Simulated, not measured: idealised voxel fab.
Name of the process module below: voxel air gaps
In the cross-section labelled cut, the width is 300 nm and each square cell is 5 nm.
In what follows, cross-sections appear as grids of square cells, described through bands that run from the top down, where every band is one or more rows of cells. For a band, the entry starts with two heights in nm, that of the top and then that of the bottom, and carries on with the band's materials in order from left to right, each alongside its width in nm; the word "edge to edge" beside a single material means it fills the band edge to edge, and "blank" means empty space. Basically, 0 is our baseline, since under it the wafer straight out of the box is all one material. The bottom band has no lower end and keeps on going down, so it looks like "0 nm and below". The two numbers in a width such as "30..40" mark its ends across the band: the first belongs to the top row of cells, the second to the bottom row, and from each row to the next the width moves by the same amount. Basically "no modification" means that step didn't change any cell in the cross-section. "Closed voids list" contains a list of empty spaces, each no smaller than 8 cells and without an open way to the top, written in the form width x height at distance with the distance from the left edge and all three in nm. Text after the settings on a step's line: the simulator's own remark on that step. overlay nm: for a step with a mask, the amount by which the mask lay right of where it was planned; a negative amount means left of it.

PROCESS STEPS (PLANNED)
1: RECEIVE,material Si
2: CONFORMAL_DEP,material SiO2,thk nm 15
3: CONFORMAL_DEP,material SiCN,thk nm 5
4: DIRECTIONAL_DEP,material lowk,thk nm 30
5: PATTERN,tone open,mask id LINES,material resist,width nm 25,pitch nm 55,thk nm 20,overlay nm 0
6: DIRECTIONAL_ETCH,etch materials lowk,depth nm 30
7: STRIP,etch materials resist
8: CONFORMAL_DEP,material TiN,thk nm 5
9: FILL_DEP,material W,thk nm 5
10: CMP,height nm 50
11: EPI,material Ru,thk nm 10
12: SELECTIVE_ETCH,etch materials lowk,depth nm 40
13: CONFORMAL_DEP,material SiCN,thk nm 5

FIRST WAFER OUT OF TWO, PROCESSED AS PLANNED

THIS IS THE CROSS-SECTION OF THE WAFER AS WE RECEIVED IT, I.E. AFTER STEP 1
* 0 nm and below  Si edge to edge
* Closed voids list: none

CROSS-SECTION OF THE WAFER SUBSEQUENT TO STEP 2
* 15 nm to 0 nm  SiO2 edge to edge
* Nothing below the height 0 has changed.

CROSS-SECTION OF THE WAFER SUBSEQUENT TO STEP 3
* 20 nm to 15 nm  SiCN edge to edge
* Nothing below the height 15 has changed.

CROSS-SECTION OF THE WAFER SUBSEQUENT TO STEP 4
* 50 nm to 20 nm  lowk edge to edge
* Nothing below the height 20 has changed.

CROSS-SECTION OF THE WAFER SUBSEQUENT TO STEP 5
* 70 nm to 50 nm  resist=55  blank=25  resist=30  blank=25  resist=30  blank=25  resist=30  blank=25  resist=55
* Nothing below the height 50 has changed.

CROSS-SECTION OF THE WAFER SUBSEQUENT TO STEP 6
* 70 nm to 50 nm  resist=55  blank=25  resist=30  blank=25  resist=30  blank=25  resist=30  blank=25  resist=55
* 50 nm to 20 nm  lowk=55  blank=25  lowk=30  blank=25  lowk=30  blank=25  lowk=30  blank=25  lowk=55
* Nothing below the height 20 has changed.

CROSS-SECTION OF THE WAFER SUBSEQUENT TO STEP 7
* 50 nm to 20 nm  lowk=55  blank=25  lowk=30  blank=25  lowk=30  blank=25  lowk=30  blank=25  lowk=55
* Nothing below the height 20 has changed.

CROSS-SECTION OF THE WAFER SUBSEQUENT TO STEP 8
* 55 nm to 50 nm  TiN=60  blank=15  TiN=40  blank=15  TiN=40  blank=15  TiN=40  blank=15  TiN=60
* 50 nm to 25 nm  lowk=55  TiN=5  blank=15  TiN=5  lowk=30  TiN=5  blank=15  TiN=5  lowk=30  TiN=5  blank=15  TiN=5  lowk=30  TiN=5  blank=15  TiN=5  lowk=55
* 25 nm to 20 nm  lowk=55  TiN=25  lowk=30  TiN=25  lowk=30  TiN=25  lowk=30  TiN=25  lowk=55
* Nothing below the height 20 has changed.

CROSS-SECTION OF THE WAFER SUBSEQUENT TO STEP 9
* 60 nm to 55 nm  W edge to edge
* 55 nm to 50 nm  TiN=60  W=15  TiN=40  W=15  TiN=40  W=15  TiN=40  W=15  TiN=60
* 50 nm to 25 nm  lowk=55  TiN=5  W=15  TiN=5  lowk=30  TiN=5  W=15  TiN=5  lowk=30  TiN=5  W=15  TiN=5  lowk=30  TiN=5  W=15  TiN=5  lowk=55
* Nothing below the height 25 has changed.

CROSS-SECTION OF THE WAFER SUBSEQUENT TO STEP 10
* 50 nm to 25 nm  lowk=55  TiN=5  W=15  TiN=5  lowk=30  TiN=5  W=15  TiN=5  lowk=30  TiN=5  W=15  TiN=5  lowk=30  TiN=5  W=15  TiN=5  lowk=55
* Nothing below the height 25 has changed.

CROSS-SECTION OF THE WAFER SUBSEQUENT TO STEP 11
* 60 nm to 50 nm  blank=45  Ru=45  blank=10  Ru=45  blank=10  Ru=45  blank=10  Ru=45  blank=45
* Nothing below the height 50 has changed.

CROSS-SECTION OF THE WAFER SUBSEQUENT TO STEP 12
* 60 nm to 50 nm  blank=45  Ru=45  blank=10  Ru=45  blank=10  Ru=45  blank=10  Ru=45  blank=45
* 50 nm to 25 nm  blank=55  TiN=5  W=15  TiN=5  blank=30  TiN=5  W=15  TiN=5  blank=30  TiN=5  W=15  TiN=5  blank=30  TiN=5  W=15  TiN=5  blank=55
* 25 nm to 20 nm  blank=55  TiN=25  blank=30  TiN=25  blank=30  TiN=25  blank=30  TiN=25  blank=55
* Nothing below the height 20 has changed.

CROSS-SECTION OF THE WAFER SUBSEQUENT TO STEP 13
* 65 nm to 60 nm  blank=40  SiCN=220  blank=40
* 60 nm to 50 nm  blank=40  SiCN=5  Ru=45  SiCN=10  Ru=45  SiCN=10  Ru=45  SiCN=10  Ru=45  SiCN=5  blank=40
* 50 nm to 45 nm  blank=40  SiCN=15  TiN=5  W=15  TiN=5  SiCN=30  TiN=5  W=15  TiN=5  SiCN=30  TiN=5  W=15  TiN=5  SiCN=30  TiN=5  W=15  TiN=5  SiCN=15  blank=40
* 45 nm to 25 nm  blank=50  SiCN=5  TiN=5  W=15  TiN=5  SiCN=5  blank=20  SiCN=5  TiN=5  W=15  TiN=5  SiCN=5  blank=20  SiCN=5  TiN=5  W=15  TiN=5  SiCN=5  blank=20  SiCN=5  TiN=5  W=15  TiN=5  SiCN=5  blank=50
* 25 nm to 20 nm  SiCN=55  TiN=25  SiCN=30  TiN=25  SiCN=30  TiN=25  SiCN=30  TiN=25  SiCN=55
* Nothing below the height 20 has changed.
* Closed voids list: 20 x 20 at 85; 20 x 20 at 140; 20 x 20 at 195

SECOND WAFER: SAME START AND SAME PLAN AS THE FIRST, ONE EXECUTION ERROR; IDENTICAL TO THE FIRST THROUGH STEP 4

SECOND WAFER SHOWN IN CROSS-SECTION AT THE TIME STEP 5 WAS SLATED TO END
* 70 nm to 50 nm  resist=60  blank=25  resist=30  blank=25  resist=30  blank=25  resist=30  blank=25  resist=50
* Nothing below the height 50 has changed.

SECOND WAFER SHOWN IN CROSS-SECTION AT THE TIME STEP 6 WAS SLATED TO END
* 70 nm to 50 nm  resist=60  blank=25  resist=30  blank=25  resist=30  blank=25  resist=30  blank=25  resist=50
* 50 nm to 20 nm  lowk=60  blank=25  lowk=30  blank=25  lowk=30  blank=25  lowk=30  blank=25  lowk=50
* Nothing below the height 20 has changed.

SECOND WAFER SHOWN IN CROSS-SECTION AT THE TIME STEP 7 WAS SLATED TO END
* 50 nm to 20 nm  lowk=60  blank=25  lowk=30  blank=25  lowk=30  blank=25  lowk=30  blank=25  lowk=50
* Nothing below the height 20 has changed.

SECOND WAFER SHOWN IN CROSS-SECTION AT THE TIME STEP 8 WAS SLATED TO END
* 55 nm to 50 nm  TiN=65  blank=15  TiN=40  blank=15  TiN=40  blank=15  TiN=40  blank=15  TiN=55
* 50 nm to 25 nm  lowk=60  TiN=5  blank=15  TiN=5  lowk=30  TiN=5  blank=15  TiN=5  lowk=30  TiN=5  blank=15  TiN=5  lowk=30  TiN=5  blank=15  TiN=5  lowk=50
* 25 nm to 20 nm  lowk=60  TiN=25  lowk=30  TiN=25  lowk=30  TiN=25  lowk=30  TiN=25  lowk=50
* Nothing below the height 20 has changed.

SECOND WAFER SHOWN IN CROSS-SECTION AT THE TIME STEP 9 WAS SLATED TO END
* 60 nm to 55 nm  W edge to edge
* 55 nm to 50 nm  TiN=65  W=15  TiN=40  W=15  TiN=40  W=15  TiN=40  W=15  TiN=55
* 50 nm to 25 nm  lowk=60  TiN=5  W=15  TiN=5  lowk=30  TiN=5  W=15  TiN=5  lowk=30  TiN=5  W=15  TiN=5  lowk=30  TiN=5  W=15  TiN=5  lowk=50
* Nothing below the height 25 has changed.

SECOND WAFER SHOWN IN CROSS-SECTION AT THE TIME STEP 10 WAS SLATED TO END
* 50 nm to 25 nm  lowk=60  TiN=5  W=15  TiN=5  lowk=30  TiN=5  W=15  TiN=5  lowk=30  TiN=5  W=15  TiN=5  lowk=30  TiN=5  W=15  TiN=5  lowk=50
* Nothing below the height 25 has changed.

SECOND WAFER SHOWN IN CROSS-SECTION AT THE TIME STEP 11 WAS SLATED TO END
* 60 nm to 50 nm  blank=50  Ru=45  blank=10  Ru=45  blank=10  Ru=45  blank=10  Ru=45  blank=40
* Nothing below the height 50 has changed.

SECOND WAFER SHOWN IN CROSS-SECTION AT THE TIME STEP 12 WAS SLATED TO END
* 60 nm to 50 nm  blank=50  Ru=45  blank=10  Ru=45  blank=10  Ru=45  blank=10  Ru=45  blank=40
* 50 nm to 25 nm  blank=60  TiN=5  W=15  TiN=5  blank=30  TiN=5  W=15  TiN=5  blank=30  TiN=5  W=15  TiN=5  blank=30  TiN=5  W=15  TiN=5  blank=50
* 25 nm to 20 nm  blank=60  TiN=25  blank=30  TiN=25  blank=30  TiN=25  blank=30  TiN=25  blank=50
* Nothing below the height 20 has changed.

SECOND WAFER SHOWN IN CROSS-SECTION AT THE TIME STEP 13 WAS SLATED TO END
* 65 nm to 60 nm  blank=45  SiCN=220  blank=35
* 60 nm to 50 nm  blank=45  SiCN=5  Ru=45  SiCN=10  Ru=45  SiCN=10  Ru=45  SiCN=10  Ru=45  SiCN=5  blank=35
* 50 nm to 45 nm  blank=45  SiCN=15  TiN=5  W=15  TiN=5  SiCN=30  TiN=5  W=15  TiN=5  SiCN=30  TiN=5  W=15  TiN=5  SiCN=30  TiN=5  W=15  TiN=5  SiCN=15  blank=35
* 45 nm to 25 nm  blank=55  SiCN=5  TiN=5  W=15  TiN=5  SiCN=5  blank=20  SiCN=5  TiN=5  W=15  TiN=5  SiCN=5  blank=20  SiCN=5  TiN=5  W=15  TiN=5  SiCN=5  blank=20  SiCN=5  TiN=5  W=15  TiN=5  SiCN=5  blank=45
* 25 nm to 20 nm  SiCN=60  TiN=25  SiCN=30  TiN=25  SiCN=30  TiN=25  SiCN=30  TiN=25  SiCN=50
* Nothing below the height 20 has changed.
* Closed voids list: 20 x 20 at 90; 20 x 20 at 145; 20 x 20 at 200
Here's what went sideways: step 5 was processed under conditions differing from the plan, specifically as PATTERN,tone open,mask id LINES,material resist,width nm 25,pitch nm 55,thk nm 20,overlay nm 5
The concluding comparison shows that, measured in cells, each material is equally abundant on both wafers, albeit at different positions.
